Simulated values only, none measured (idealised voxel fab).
process module | voxel gate over fins
Square cells of 5 nm make up the cross-section cut, whose width is 160 nm.
Each cross-section below is a grid of square cells, stated as bands in top-down order, with one or more rows of cells making up each band. For a band, the entry starts with two heights in nm, that of the top and then that of the bottom, and carries on with the band's materials in order from left to right, each alongside its width in nm; the word "everywhere" beside a single material means it fills the band edge to edge, and "blank" means empty space. Ref level 0: as-received wafer is one material below here. Bottom band extends down with no lower bound ("z 0 and below"). The notation "30 to 40" denotes a width that varies across the rows of cells in the band, beginning at the first number in the top row, finishing at the second number in the bottom row, and changing by an identical amount from each row to the next. It should be understood that the words "identical to before", when stated for a given step, signify that the cross-section underwent no change in any of its cells during that step. Entry "Closed cavities". Content: empty spaces with no open connection to the top, size 8 cells or greater. Each: width x height at distance. Distance: from left edge. Unit: nm. Whatever follows a step's settings on its line is a remark the simulator itself makes about that step. The optional step-line setting "overlay nm" applies to steps with a mask and quantifies how far to the right of its planned location the mask lay, a negative value indicating leftward placement.

Below is the list of planned process steps
step 1: RECEIVE,material Si
step 2: CONFORMAL_DEP,material SiN,thk nm 5
step 3: DIRECTIONAL_DEP,material aC,thk nm 15
step 4: PATTERN,tone cover,mask id FINS,material resist,width nm 15,pitch nm 60,thk nm 30,overlay nm 0
step 5: DIRECTIONAL_ETCH,etch materials aC,depth nm 15
step 6: STRIP,etch materials resist
step 7: DIRECTIONAL_ETCH,etch materials SiN,depth nm 5
step 8: DIRECTIONAL_ETCH,etch materials Si,depth nm 40
step 9: STRIP,etch materials aC
step 10: OXIDIZE,depth nm 5
step 11: FILL_DEP,material SiO2,thk nm 10
step 12: CMP,height nm 5
step 13: DIRECTIONAL_DEP,material aC,thk nm 15
step 14: PATTERN,tone open,mask id RAIL,material resist,width nm 15,thk nm 35,overlay nm 0
step 15: DIRECTIONAL_ETCH,etch materials aC,depth nm 15
step 16: STRIP,etch materials resist
step 17: DIRECTIONAL_ETCH,etch materials SiO2,depth nm 40
step 18: STRIP,etch materials aC
step 19: CONFORMAL_DEP,material TiN,thk nm 5
step 20: FILL_DEP,material W,thk nm 5
step 21: CMP,height nm 5
step 22: SELECTIVE_ETCH,etch materials W Ru TiN,depth nm 20
step 23: FILL_DEP,material SiO2,thk nm 5
step 24: CMP,height nm 5
step 25: SELECTIVE_ETCH,etch materials SiO2,depth nm 15
step 26: STRIP,etch materials SiN
step 27: CONFORMAL_DEP,material HfO2,thk nm 5
step 28: CONFORMAL_DEP,material TiN,thk nm 5
step 29: CONFORMAL_DEP,material TiAl,thk nm 5
step 30: CONFORMAL_DEP,material TiN,thk nm 5
step 31: FILL_DEP,material W,thk nm 15
step 32: CMP,height nm 30
step 33: CONFORMAL_DEP,material SiCN,thk nm 10

Cross-section of the wafer at receipt, which is the condition after step 1
z 0 and below: Si everywhere
Closed cavities: none

Cross-section at module end, one run error; start and plan unchanged from above
z 40 to 30: SiCN everywhere
z 30 to 20: W everywhere
z 20 to 15: TiN everywhere
z 15 to 10: TiAl everywhere
z 10 to 5: TiN: 45 | TiAl: 5 | TiN: 55 | TiAl: 5 | TiN: 50
z 5 to 0: HfO2: 40 | TiN: 5 | TiAl: 5 | TiN: 5 | HfO2: 45 | TiN: 5 | TiAl: 5 | TiN: 5 | HfO2: 45
z 0 to -5: Si: 35 | HfO2: 5 | TiN: 15 | HfO2: 5 | Si: 35 | HfO2: 5 | TiN: 15 | HfO2: 5 | Si: 40
z -5 to -10: Si: 35 | HfO2: 25 | Si: 35 | HfO2: 25 | Si: 40
z -10 to -45: Si: 35 | SiO2: 25 | Si: 35 | SiO2: 25 | Si: 40
z -45 and below: Si everywhere
Closed cavities: none
Misprocessing identified: step 4 was run on a setting that differed from the plan, and what really ran there is PATTERN,tone open,mask id FINS,material resist,width nm 15,pitch nm 60,thk nm 30,overlay nm 0
